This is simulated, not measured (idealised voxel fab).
The name of this process module is voxel self aligned contacts.
For reference, the cross-section in this document is cut, with width 235 nm and square cells of 5 nm.
If you're reading a cross-section in this doc, picture square cells in a grid; it comes to you as bands, top ones listed first down to the bottom, and a band can be one or more rows of cells. Heights first: top, then bottom, in nm. Then materials, left to right, each with a width in nm. "edge to edge" on a single material: fills the band edge to edge. "empty": empty space. Note: height 0 marks the level under which the wafer is uniformly one material as received. Lowest band unbounded below, written "0 down". Per-row width for "30->40": begins at first number (top row of band), ends at second number (bottom row), increment between rows held constant. "no modification" (step): cross-section cells unchanged, all of them. "Internal closed voids" - sealed voids, min. 8 cells, no opening to top; format: width x height at distance (distance from left edge; nm throughout). Step line, after settings: the simulator's comment on this step. overlay nm: on a step with a mask, how far right of its planned place the mask lay; negative means left.
[This section lists the process steps that were planned]
| 1 | RECEIVE: material Si |
| 2 | CONFORMAL_DEP: material SiO2, thk nm 5 |
| 3 | DIRECTIONAL_DEP: material polySi, thk nm 30 |
| 4 | DIRECTIONAL_DEP: material SiN, thk nm 20 |
| 5 | DIRECTIONAL_DEP: material aC, thk nm 15 |
| 6 | PATTERN: tone cover, mask id GATE, material resist, width nm 35, pitch nm 75, thk nm 30, overlay nm 0 |
| 7 | DIRECTIONAL_ETCH: etch materials aC, depth nm 15 |
| 8 | STRIP: etch materials resist |
| 9 | DIRECTIONAL_ETCH: etch materials SiN, depth nm 20 |
| 10 | DIRECTIONAL_ETCH: etch materials polySi, depth nm 30 |
| 11 | STRIP: etch materials aC |
| 12 | CONFORMAL_DEP: material SiN, thk nm 10 |
| 13 | DIRECTIONAL_ETCH: etch materials SiN, depth nm 10 |
| 14 | FILL_DEP: material SiO2, thk nm 20 |
| 15 | CMP: height nm 65 |
| 16 | DIRECTIONAL_DEP: material aC, thk nm 15 |
| 17 | PATTERN: tone open, mask id CONTACT, material resist, width nm 50, pitch nm 75, thk nm 35, overlay nm 0 |
| 18 | DIRECTIONAL_ETCH: etch materials aC, depth nm 15 |
| 19 | STRIP: etch materials resist |
| 20 | DIRECTIONAL_ETCH: etch materials SiO2, depth nm 65 |
| 21 | STRIP: etch materials aC |
| 22 | CONFORMAL_DEP: material TiN, thk nm 5 |
| 23 | FILL_DEP: material W, thk nm 10 |
| 24 | CMP: height nm 65 |
| 25 | CONFORMAL_DEP: material SiCN, thk nm 5 |
[First of two wafers: run as planned]
[Delivered wafer in cross-section: state after step 1]
0 down  Si edge to edge
Internal closed voids: none
[You're looking at a cross-section of the wafer after step 2]
5 to 0  SiO2 edge to edge
Under the height 0 nothing was changed.
[You're looking at a cross-section of the wafer after step 3]
35 to 5  polySi edge to edge
Under the height 5 nothing was changed.
[You're looking at a cross-section of the wafer after step 4]
55 to 35  SiN edge to edge
Under the height 35 nothing was changed.
[You're looking at a cross-section of the wafer after step 5]
70 to 55  aC edge to edge
Under the height 55 nothing was changed.
[You're looking at a cross-section of the wafer after step 6]
100 to 70  25 nm empty | 35 nm resist | 40 nm empty | 35 nm resist | 40 nm empty | 35 nm resist | 25 nm empty
Under the height 70 nothing was changed.
[You're looking at a cross-section of the wafer after step 7]
85 to 70  25 nm empty | 35 nm resist | 40 nm empty | 35 nm resist | 40 nm empty | 35 nm resist | 25 nm empty
70 to 55  25 nm empty | 35 nm aC | 40 nm empty | 35 nm aC | 40 nm empty | 35 nm aC | 25 nm empty
Under the height 55 nothing was changed.
[You're looking at a cross-section of the wafer after step 8]
70 to 55  25 nm empty | 35 nm aC | 40 nm empty | 35 nm aC | 40 nm empty | 35 nm aC | 25 nm empty
Under the height 55 nothing was changed.
[You're looking at a cross-section of the wafer after step 9]
70 to 55  25 nm empty | 35 nm aC | 40 nm empty | 35 nm aC | 40 nm empty | 35 nm aC | 25 nm empty
55 to 35  25 nm empty | 35 nm SiN | 40 nm empty | 35 nm SiN | 40 nm empty | 35 nm SiN | 25 nm empty
Under the height 35 nothing was changed.
[You're looking at a cross-section of the wafer after step 10]
70 to 55  25 nm empty | 35 nm aC | 40 nm empty | 35 nm aC | 40 nm empty | 35 nm aC | 25 nm empty
55 to 35  25 nm empty | 35 nm SiN | 40 nm empty | 35 nm SiN | 40 nm empty | 35 nm SiN | 25 nm empty
35 to 5  25 nm empty | 35 nm polySi | 40 nm empty | 35 nm polySi | 40 nm empty | 35 nm polySi | 25 nm empty
Under the height 5 nothing was changed.
[You're looking at a cross-section of the wafer after step 11]
55 to 35  25 nm empty | 35 nm SiN | 40 nm empty | 35 nm SiN | 40 nm empty | 35 nm SiN | 25 nm empty
Under the height 35 nothing was changed.
[You're looking at a cross-section of the wafer after step 12]
65 to 35  15 nm empty | 55 nm SiN | 20 nm empty | 55 nm SiN | 20 nm empty | 55 nm SiN | 15 nm empty
35 to 15  15 nm empty | 10 nm SiN | 35 nm polySi | 10 nm SiN | 20 nm empty | 10 nm SiN | 35 nm polySi | 10 nm SiN | 20 nm empty | 10 nm SiN | 35 nm polySi | 10 nm SiN | 15 nm empty
15 to 5  25 nm SiN | 35 nm polySi | 40 nm SiN | 35 nm polySi | 40 nm SiN | 35 nm polySi | 25 nm SiN
Under the height 5 nothing was changed.
[You're looking at a cross-section of the wafer after step 13]
55 to 35  15 nm empty | 55 nm SiN | 20 nm empty | 55 nm SiN | 20 nm empty | 55 nm SiN | 15 nm empty
35 to 5  15 nm empty | 10 nm SiN | 35 nm polySi | 10 nm SiN | 20 nm empty | 10 nm SiN | 35 nm polySi | 10 nm SiN | 20 nm empty | 10 nm SiN | 35 nm polySi | 10 nm SiN | 15 nm empty
Under the height 5 nothing was changed.
[You're looking at a cross-section of the wafer after step 14]
75 to 55  SiO2 edge to edge
55 to 35  15 nm SiO2 | 55 nm SiN | 20 nm SiO2 | 55 nm SiN | 20 nm SiO2 | 55 nm SiN | 15 nm SiO2
35 to 5  15 nm SiO2 | 10 nm SiN | 35 nm polySi | 10 nm SiN | 20 nm SiO2 | 10 nm SiN | 35 nm polySi | 10 nm SiN | 20 nm SiO2 | 10 nm SiN | 35 nm polySi | 10 nm SiN | 15 nm SiO2
Under the height 5 nothing was changed.
[You're looking at a cross-section of the wafer after step 15]
65 to 55  SiO2 edge to edge
Under the height 55 nothing was changed.
[You're looking at a cross-section of the wafer after step 16]
80 to 65  aC edge to edge
Under the height 65 nothing was changed.
[You're looking at a cross-section of the wafer after step 17]
115 to 80  55 nm resist | 50 nm empty | 25 nm resist | 50 nm empty | 55 nm resist
Under the height 80 nothing was changed.
[You're looking at a cross-section of the wafer after step 18]
100 to 80  55 nm resist | 50 nm empty | 25 nm resist | 50 nm empty | 55 nm resist
80 to 65  55 nm aC | 50 nm empty | 25 nm aC | 50 nm empty | 55 nm aC
Under the height 65 nothing was changed.
[You're looking at a cross-section of the wafer after step 19]
80 to 65  55 nm aC | 50 nm empty | 25 nm aC | 50 nm empty | 55 nm aC
Under the height 65 nothing was changed.
[You're looking at a cross-section of the wafer after step 20]
80 to 65  55 nm aC | 50 nm empty | 25 nm aC | 50 nm empty | 55 nm aC
65 to 55  55 nm SiO2 | 50 nm empty | 25 nm SiO2 | 50 nm empty | 55 nm SiO2
55 to 35  15 nm SiO2 | 55 nm SiN | 20 nm empty | 55 nm SiN | 20 nm empty | 55 nm SiN | 15 nm SiO2
35 to 5  15 nm SiO2 | 10 nm SiN | 35 nm polySi | 10 nm SiN | 20 nm empty | 10 nm SiN | 35 nm polySi | 10 nm SiN | 20 nm empty | 10 nm SiN | 35 nm polySi | 10 nm SiN | 15 nm SiO2
5 to 0  70 nm SiO2 | 20 nm empty | 55 nm SiO2 | 20 nm empty | 70 nm SiO2
Under the height 0 nothing was changed.
[You're looking at a cross-section of the wafer after step 21]
65 to 55  55 nm SiO2 | 50 nm empty | 25 nm SiO2 | 50 nm empty | 55 nm SiO2
Under the height 55 nothing was changed.
[You're looking at a cross-section of the wafer after step 22]
70 to 65  60 nm TiN | 40 nm empty | 35 nm TiN | 40 nm empty | 60 nm TiN
65 to 55  55 nm SiO2 | 5->20 nm TiN | 40->10 nm empty | 5->20 nm TiN | 25 nm SiO2 | 5->20 nm TiN | 40->10 nm empty | 5->20 nm TiN | 55 nm SiO2
55 to 35  15 nm SiO2 | 55 nm SiN | 5 nm TiN | 10 nm empty | 5 nm TiN | 55 nm SiN | 5 nm TiN | 10 nm empty | 5 nm TiN | 55 nm SiN | 15 nm SiO2
35 to 5  15 nm SiO2 | 10 nm SiN | 35 nm polySi | 10 nm SiN | 5 nm TiN | 10 nm empty | 5 nm TiN | 10 nm SiN | 35 nm polySi | 10 nm SiN | 5 nm TiN | 10 nm empty | 5 nm TiN | 10 nm SiN | 35 nm polySi | 10 nm SiN | 15 nm SiO2
5 to 0  70 nm SiO2 | 20 nm TiN | 55 nm SiO2 | 20 nm TiN | 70 nm SiO2
Under the height 0 nothing was changed.
[You're looking at a cross-section of the wafer after step 23]
80 to 70  W edge to edge
70 to 65  60 nm TiN | 40 nm W | 35 nm TiN | 40 nm W | 60 nm TiN
65 to 55  55 nm SiO2 | 5->20 nm TiN | 40->10 nm W | 5->20 nm TiN | 25 nm SiO2 | 5->20 nm TiN | 40->10 nm W | 5->20 nm TiN | 55 nm SiO2
55 to 35  15 nm SiO2 | 55 nm SiN | 5 nm TiN | 10 nm W | 5 nm TiN | 55 nm SiN | 5 nm TiN | 10 nm W | 5 nm TiN | 55 nm SiN | 15 nm SiO2
35 to 5  15 nm SiO2 | 10 nm SiN | 35 nm polySi | 10 nm SiN | 5 nm TiN | 10 nm W | 5 nm TiN | 10 nm SiN | 35 nm polySi | 10 nm SiN | 5 nm TiN | 10 nm W | 5 nm TiN | 10 nm SiN | 35 nm polySi | 10 nm SiN | 15 nm SiO2
Under the height 5 nothing was changed.
[You're looking at a cross-section of the wafer after step 24]
65 to 55  55 nm SiO2 | 5->20 nm TiN | 40->10 nm W | 5->20 nm TiN | 25 nm SiO2 | 5->20 nm TiN | 40->10 nm W | 5->20 nm TiN | 55 nm SiO2
Under the height 55 nothing was changed.
[You're looking at a cross-section of the wafer after step 25]
70 to 65  SiCN edge to edge
Under the height 65 nothing was changed.
[second wafer: like start, like plan, one mistake. Through step 23 it matches the first wafer]
Cross-section of the second wafer at the time by which step 24 should have been completed according to the plan: no modification
[Cross-section of the second wafer at the time by which step 25 should have been completed according to the plan]
85 to 80  SiCN edge to edge
Under the height 80 nothing was changed.
So what did we get wrong on this run? step 24 of the plan: omitted, not performed
End of process, cell counts, second wafer against first, materials with more or fewer: +31 TiN; +110 W
